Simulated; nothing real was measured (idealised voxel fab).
Proc. module: voxel plated lines
It is cross-section cut that appears here, measuring 220 nm in width, its square cells being 5 nm in size.
Each cross-section below is a grid of square cells, stated as bands in top-down order, with one or more rows of cells making up each band.
First you get the band's top height and its bottom height, in nm, and then the materials it's made of, left to right, with each width in nm. If you see a single material with "edge to edge", that one covers the band edge to edge. "blank" is empty space.
Beneath 0, the wafer as received is one material, and that level is where height counting begins. The lowest band goes on downward without a bottom; it is written like "0 nm and below".
The two numbers in a width such as "30..40" mark its ends across the band: the first belongs to the top row of cells, the second to the bottom row, and from each row to the next the width moves by the same amount.
"remained unchanged" means the step left every cell of the cross-section as it was.
The entry "Closed void listing" lists the empty spaces that cover at least 8 cells and have no open path to the top. Each is written as width x height at distance, where the distance is measured from the left edge and all three values are in nm.
after a step's settings: what the simulator itself notes on the step
A step line may carry the setting "overlay nm", which, for steps involving a mask, states the distance by which the mask lay to the right of its intended position; negative values denote displacement to the left.

-- Planned step list for the process
1) RECEIVE: material Si
2) CONFORMAL_DEP: material Al2O3, thk nm 15
3) DIRECTIONAL_DEP: material TiN, thk nm 5
4) PATTERN: tone open, mask id LINES, material resist, width nm 15, pitch nm 30, thk nm 40, overlay nm 0
5) EPI: material Ru, thk nm 5
6) EPI: material Ru, thk nm 10
7) EPI: material Ru, thk nm 5
8) STRIP: etch materials resist
9) DIRECTIONAL_ETCH: etch materials TiN, depth nm 5
10) CONFORMAL_DEP: material SiCN, thk nm 5
For this document, wafers share an identical start and vary in the step 3 thk nm; the plan quotes the first wafer's value.

-- This is how the first of several wafers looked in cross-section when it arrived, which is after step 1
  0 nm and below | Si edge to edge
  Closed void listing: none

-- After the module's final step, step 10: the first of several wafers in cross-section
  45 nm to 40 nm | blank: 65, SiCN: 25, blank: 5, SiCN: 25, blank: 5, SiCN: 25, blank: 70
  40 nm to 20 nm | blank: 65, SiCN: 5, Ru: 15, SiCN: 5, blank: 5, SiCN: 5, Ru: 15, SiCN: 5, blank: 5, SiCN: 5, Ru: 15, SiCN: 5, blank: 70
  20 nm to 15 nm | SiCN: 70, TiN: 15, SiCN: 15, TiN: 15, SiCN: 15, TiN: 15, SiCN: 75
  15 nm to 0 nm | Al2O3 edge to edge
  0 nm and below | Si edge to edge
  Closed void listing: none

-- Showing the last wafer in cross-section at the end of the module
  60 nm to 55 nm | blank: 65, SiCN: 25, blank: 5, SiCN: 25, blank: 5, SiCN: 25, blank: 70
  55 nm to 35 nm | blank: 65, SiCN: 5, Ru: 15, SiCN: 5, blank: 5, SiCN: 5, Ru: 15, SiCN: 5, blank: 5, SiCN: 5, Ru: 15, SiCN: 5, blank: 70
  35 nm to 30 nm | SiCN: 70, TiN: 15, SiCN: 15, TiN: 15, SiCN: 15, TiN: 15, SiCN: 75
  30 nm to 15 nm | TiN edge to edge
  15 nm to 0 nm | Al2O3 edge to edge
  0 nm and below | Si edge to edge
  Closed void listing: none

-- What follows is a table in which each wafer occupies a row; for the wafer as it stands at the close of the module, the row states, material by material, how many cells have been gained (+) or lost (-) since receipt, and then gives its closed voids
thk nm 5; +132 Al2O3; +36 Ru; +74 SiCN; +9 TiN; Closed void listing: none
thk nm 10; +132 Al2O3; +36 Ru; +74 SiCN; +53 TiN; Closed void listing: none
thk nm 15; +132 Al2O3; +36 Ru; +74 SiCN; +97 TiN; Closed void listing: none
thk nm 20; +132 Al2O3; +36 Ru; +74 SiCN; +141 TiN; Closed void listing: none
